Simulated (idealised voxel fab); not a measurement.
Module name: voxel released beams (process module)
Cross-section cut spans 205 nm and uses square cells 5 nm in size.
The cross-sections in this document take the form of a grid made of square cells. They are written out as bands, in order from top to bottom. Each band consists of one or more rows of cells. For a band, the entry starts with two heights in nm, that of the top and then that of the bottom, and carries on with the band's materials in order from left to right, each alongside its width in nm; the word "edge to edge" beside a single material means it fills the band edge to edge, and "air" means empty space. Height datum 0, below which the as-received substrate wafer is one material. Lowest band open at the bottom, running downward: "top 0, no bottom". A width such as "30->40" changes by the same amount from each row of cells to the next, from the band's top row to its bottom row. What does "same as before" mean for a step? It means no cell of the cross-section changed in that step. Voids not open to the top, 8 cells minimum: see "Unvented cavities". Written width x height at distance; distance is from the left edge; nm. That trailing text on a step's line, after the settings, is the simulator's own remark on the step. overlay nm: for a step with a mask, the amount by which the mask lay right of where it was planned; a negative amount means left of it.

## Steps planned for the process
step 1: RECEIVE, material Si
step 2: CONFORMAL_DEP, material Al2O3, thk nm 10
step 3: DIRECTIONAL_DEP, material SiO2, thk nm 20
step 4: PATTERN, tone open, mask id ANCHOR, material resist, width nm 35, thk nm 20, overlay nm 0
step 5: DIRECTIONAL_ETCH, etch materials SiO2, depth nm 20
step 6: STRIP, etch materials resist
step 7: CONFORMAL_DEP, material SiN, thk nm 10
step 8: PATTERN, tone cover, mask id BEAM, material resist, width nm 110, thk nm 15, overlay nm 0
step 9: DIRECTIONAL_ETCH, etch materials SiN, depth nm 10
step 10: STRIP, etch materials resist
step 11: STRIP, etch materials SiO2

## The cross-section here shows the wafer as received, i.e. in its state after step 1
> top 0, no bottom  Si edge to edge
> Unvented cavities: none

## Post-module cross-section: identical start and plan to those above, one misstep in execution
> top 40, bottom 30  50 air; 10 SiN; 15 air; 75 SiN; 55 air
> top 30, bottom 20  50 air; 10 SiN; 15 air; 10 SiN; 120 air
> top 20, bottom 10  50 air; 35 SiN; 120 air
> top 10, bottom 0  Al2O3 edge to edge
> top 0, no bottom  Si edge to edge
> Unvented cavities: none
Finding, execution versus plan: planned and actual differ for step 8; actual: PATTERN, tone cover, mask id BEAM, material resist, width nm 100, thk nm 15, overlay nm 0
